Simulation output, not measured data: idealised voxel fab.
This is a process module. Its name is voxel plated lines.
The width of the displayed cross-section, cut, is 225 nm; its cells are square, with a size of 5 nm.
Reading order for cross-sections: top band down to bottom band. Underlying form: a grid of square cells. Band size: one or more rows of cells.
Each band's line starts with the height of the band's top and of its bottom, in nm. Then come its materials from left to right, each with its width in nm. One material with "everywhere" fills the band from edge to edge. "empty" is empty space.
All heights in this document are referenced to 0, defined as the level beneath which the wafer, as received, consists entirely of one material. The lowest band is not bounded below; it extends indefinitely downward and is written in the form "z 0 and below".
Note: "30 to 40" means the width goes from the first number (top row of the band) to the second number (bottom row) in equal steps per row of cells.
Take "changes: none" at face value: in the step it is given for, the cross-section changed in none of its cells.
The list in "Unvented voids" covers empty spaces of 8 cells or more that cannot reach the top through any open way, and it gives each as width x height at distance; the distance is from the left edge, and width, height and distance are in nm.
Note: text after step settings on the step line = simulator remark on that step.
A step line may carry the setting "overlay nm", which, for steps involving a mask, states the distance by which the mask lay to the right of its intended position; negative values denote displacement to the left.

[Listed below are the process steps as planned]
1 RECEIVE: material Si
2 CONFORMAL_DEP: material Al2O3, thk nm 10
3 DIRECTIONAL_DEP: material TiN, thk nm 5
4 PATTERN: tone open, mask id LINES, material resist, width nm 15, pitch nm 40, thk nm 30, overlay nm 0
5 EPI: material Ru, thk nm 5
6 EPI: material Ru, thk nm 5
7 STRIP: etch materials resist
8 DIRECTIONAL_ETCH: etch materials TiN, depth nm 5
9 CONFORMAL_DEP: material SiO2, thk nm 10

[Cross-section of the incoming wafer, state after step 1]
* z 0 and below  Si everywhere
* Unvented voids: none

[Post-module cross-section of the first of two wafers (run per plan)]
* z 35 to 25  empty 75 nm, then SiO2 35 nm, then empty 5 nm, then SiO2 35 nm, then empty 75 nm
* z 25 to 20  empty 75 nm, then SiO2 10 nm, then Ru 15 nm, then SiO2 10 nm, then empty 5 nm, then SiO2 10 nm, then Ru 15 nm, then SiO2 10 nm, then empty 75 nm
* z 20 to 15  SiO2 85 nm, then Ru 15 nm, then SiO2 25 nm, then Ru 15 nm, then SiO2 85 nm
* z 15 to 10  SiO2 85 nm, then TiN 15 nm, then SiO2 25 nm, then TiN 15 nm, then SiO2 85 nm
* z 10 to 0  Al2O3 everywhere
* z 0 and below  Si everywhere
* Unvented voids: none

[Cross-section of the latter of the two wafers at module completion. It had an identical start and an identical plan to the former; in running it, one mistake was made]
* z 45 to 35  empty 75 nm, then SiO2 35 nm, then empty 5 nm, then SiO2 35 nm, then empty 75 nm
* z 35 to 30  empty 75 nm, then SiO2 10 nm, then Ru 15 nm, then SiO2 10 nm, then empty 5 nm, then SiO2 10 nm, then Ru 15 nm, then SiO2 10 nm, then empty 75 nm
* z 30 to 25  SiO2 85 nm, then Ru 15 nm, then SiO2 25 nm, then Ru 15 nm, then SiO2 85 nm
* z 25 to 20  SiO2 85 nm, then TiN 15 nm, then SiO2 25 nm, then TiN 15 nm, then SiO2 85 nm
* z 20 to 10  TiN everywhere
* z 10 to 0  Al2O3 everywhere
* z 0 and below  Si everywhere
* Unvented voids: none
The mistake made against the process plan was this: step 3 ran differently from the plan; actual operation with settings: DIRECTIONAL_DEP: material TiN, thk nm 15
Heads up, by the end the second wafer has more or fewer cells of some materials compared to the first: TiN +90
